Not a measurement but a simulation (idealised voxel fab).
A process module follows: voxel local oxidation.
We display cut, a cross-section 205 nm in width whose square cells are each 5 nm.
Throughout this document, each cross-section is represented as a grid of square cells and is presented as a sequence of bands enumerated from the top downward, where a band comprises one or more rows of cells.
Read a band's entry like this: the first values are the height of its top and the height of its bottom in nm, and what follows is the sequence of materials from left to right, each with its width in nm. Note that "empty" is empty space, and that a single material marked "full width" reaches across the band from edge to edge.
For the purposes of this specification, 0 denotes the height below which the wafer in its as-received condition is composed wholly of one material, and the lowermost band, lacking a lower limit, extends downward without end, as expressed in "0 -> down".
Per-row width for "30..40": begins at first number (top row of band), ends at second number (bottom row), increment between rows held constant.
When a step is marked "no modifications", none of the cells in the cross-section changed during that step.
The entry titled "Voids, fully enclosed" provides the empty spaces that have no open way to the top, restricted to those of 8 cells or more. Each is presented as width x height at distance, the distance being measured from the left edge, with all three in nm.
Note: text after step settings on the step line = simulator remark on that step.
overlay nm: mask offset rightward from planned place, masked step; negative means leftward offset.

Process steps (planned)
1) RECEIVE: material Si
2) OXIDIZE: depth nm 5
3) CONFORMAL_DEP: material SiN, thk nm 10
4) MASKED_ETCH: tone cover, mask id ACTIVE, width nm 100, etch materials SiN, depth nm 10, overlay nm 0
5) SELECTIVE_ETCH: etch materials SiO2, depth nm 5
6) OXIDIZE: depth nm 10
7) STRIP: etch materials SiN

First out of two wafers; run went to plan

So this is the incoming wafer in cross-section - it's already been through step 1
> 0 -> down | Si full width
> Voids, fully enclosed: none

Wafer xsec, post step 2
> 0 -> -5 | SiO2 full width
> Below -5 it's all the same as before, nothing changed down there.

Wafer xsec, post step 3
> 10 -> 0 | SiN full width
> Below 0 it's all the same as before, nothing changed down there.

Wafer xsec, post step 4
> 10 -> 0 | empty 50 nm, SiN 100 nm, empty 55 nm
> Below 0 it's all the same as before, nothing changed down there.

Wafer xsec, post step 5
> 10 -> 0 | empty 50 nm, SiN 100 nm, empty 55 nm
> 0 -> -5 | empty 55 nm, SiO2 90 nm, empty 60 nm
> Below -5 it's all the same as before, nothing changed down there.

Wafer xsec, post step 6
> 10 -> 0 | empty 50 nm, SiN 100 nm, empty 55 nm
> 0 -> -5 | empty 55 nm, SiO2 90 nm, empty 60 nm
> -5 -> -15 | SiO2 65 nm, Si 70 nm, SiO2 70 nm
> Below -15 it's all the same as before, nothing changed down there.

Wafer xsec, post step 7
> 0 -> -5 | empty 55 nm, SiO2 90 nm, empty 60 nm
> Below -5 it's all the same as before, nothing changed down there.

Wafer two. Identical start, identical plan. One mistake in execution. Identical history through step 3

Second wafer, cut view, end of step 4 per plan
> 10 -> 0 | empty 45 nm, SiN 110 nm, empty 50 nm
> Below 0 it's all the same as before, nothing changed down there.

Second wafer, cut view, end of step 5 per plan
> 10 -> 0 | empty 45 nm, SiN 110 nm, empty 50 nm
> 0 -> -5 | empty 50 nm, SiO2 100 nm, empty 55 nm
> Below -5 it's all the same as before, nothing changed down there.

Second wafer, cut view, end of step 6 per plan
> 10 -> 0 | empty 45 nm, SiN 110 nm, empty 50 nm
> 0 -> -5 | empty 50 nm, SiO2 100 nm, empty 55 nm
> -5 -> -15 | SiO2 60 nm, Si 80 nm, SiO2 65 nm
> Below -15 it's all the same as before, nothing changed down there.

Second wafer, cut view, end of step 7 per plan
> 0 -> -5 | empty 50 nm, SiO2 100 nm, empty 55 nm
> Below -5 it's all the same as before, nothing changed down there.
Plan not followed: step 4 was processed under conditions differing from the plan, specifically as MASKED_ETCH: tone cover, mask id ACTIVE, width nm 110, etch materials SiN, depth nm 10, overlay nm 0
Upon completion, the second wafer contains, in terms of cells, a greater or smaller amount of certain materials than the first wafer: +4 Si, -2 SiO2
